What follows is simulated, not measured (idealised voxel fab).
process module | voxel lift off
cross-section cut | 295 nm wide | cells 5 nm
A cross-section is a grid of square cells, given in bands from the top down. A band is one or more rows of cells.
Each band's line starts with the height of the band's top and of its bottom, in nm. Then come its materials from left to right, each with its width in nm. One material with "throughout" fills the band from edge to edge. "air" is empty space.
Height 0 is the level under which the wafer as received is all one material. The lowest band goes on downwards, as in "0 down".
A width such as "30 to 40" changes by the same amount from each row of cells to the next, from the band's top row to its bottom row.
"no change" after a step means that no cell of the cross-section changed.
closed voids: empty space of 8 cells or more with no open way to the top, each as width x height at its distance from the left edge, in nm
after a step's settings: what the simulator itself notes on the step
overlay nm, on a step with a mask: how far to the right of its planned place the mask lay; to the left if negative
plan
1 op RECEIVE | material Si
2 op CONFORMAL_DEP | material SiN | thk nm 10
3 op PATTERN | tone open | mask id LINES | material resist | width nm 25 | pitch nm 50 | thk nm 30 | overlay nm 0
4 op DIRECTIONAL_DEP | material Ru | thk nm 5
5 op STRIP | etch materials resist
6 op CONFORMAL_DEP | material SiN | thk nm 5
varied across the wafers: thk nm of step 4. The plan shows the first wafer's value. All wafers start alike
first wafer as received, after step 1
  0 down: Si throughout
  closed voids: none
each wafer at the end: cells of each material gained (+) or lost (-) since it was received, then its closed voids
thk nm 5 | +15 Ru | +183 SiN | closed voids: none
thk nm 10 | +30 Ru | +189 SiN | closed voids: none
thk nm 15 | +45 Ru | +195 SiN | closed voids: none
thk nm 20 | +60 Ru | +201 SiN | closed voids: none
thk nm 25 | +75 Ru | +207 SiN | closed voids: none
